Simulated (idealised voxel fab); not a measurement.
The process module that follows is named voxel released beams.
Square cell edge 5 nm, section width 210 nm, ID cut.
Cross-sections here: square-cell grids, written as top-down lists of bands, a band being one or more rows of cells.
This entry defines a band. It first specifies the height of the band's top and the height of its bottom in nm, and then specifies the band's materials from left to right, stating each material with its width in nm. The word "everywhere" identifies a single material that fills the band from edge to edge, while the word "blank" identifies empty space.
Height is counted from the level 0, under which the received wafer is composed throughout of one material. The lowest of the bands is not closed at the bottom but continues downward, in the notation "0 nm and below".
Per-row width for "30..40": begins at first number (top row of band), ends at second number (bottom row), increment between rows held constant.
Where the words "remained unchanged" appear for a step, the cross-section shows no cell changed by that step; every cell remained as before.
The entry titled "Sealed void listing" provides the empty spaces that have no open way to the top, restricted to those of 8 cells or more. Each is presented as width x height at distance, the distance being measured from the left edge, with all three in nm.
Formally, on a step line, whatever follows the settings is a remark that the simulator itself makes on the step.
overlay nm: right-of-plan distance of the mask on a masked step; negative values mean left-of-plan.
# List of planned process steps
1,RECEIVE (material Si)
2,CONFORMAL_DEP (material Al2O3; thk nm 10)
3,DIRECTIONAL_DEP (material SiO2; thk nm 10)
4,PATTERN (tone open; mask id ANCHOR; material resist; width nm 35; thk nm 15; overlay nm 0)
5,DIRECTIONAL_ETCH (etch materials SiO2; depth nm 10)
6,STRIP (etch materials resist)
7,CONFORMAL_DEP (material SiN; thk nm 15)
8,PATTERN (tone cover; mask id BEAM; material resist; width nm 105; thk nm 15; overlay nm 0)
9,DIRECTIONAL_ETCH (etch materials SiN; depth nm 15)
10,STRIP (etch materials resist)
11,STRIP (etch materials SiO2)
# Delivered wafer in cross-section: state after step 1
* 0 nm and below = Si everywhere
* Sealed void listing: none
# End-of-module XS, first of two wafers, run as planned
* 35 nm to 25 nm = blank: 50 | SiN: 20 | blank: 5 | SiN: 80 | blank: 55
* 25 nm to 20 nm = blank: 50 | SiN: 105 | blank: 55
* 20 nm to 10 nm = blank: 55 | SiN: 35 | blank: 120
* 10 nm to 0 nm = Al2O3 everywhere
* 0 nm and below = Si everywhere
* Sealed void listing: none
# The second wafer, shown in cross-section after the module: started the same way as the first and given the same plan, yet one mistake crept into how it was run
* 50 nm to 35 nm = blank: 50 | SiN: 105 | blank: 55
* 35 nm to 20 nm = SiN everywhere
* 20 nm to 10 nm = SiO2: 55 | SiN: 35 | SiO2: 120
* 10 nm to 0 nm = Al2O3 everywhere
* 0 nm and below = Si everywhere
* Sealed void listing: none
In executing the process, a mistake was made relative to the plan: step 7 of the plan was executed twice over
The final cell counts differ between the wafers, with the second having more or fewer of some materials than the first: SiN: 128 more, SiO2: 70 more
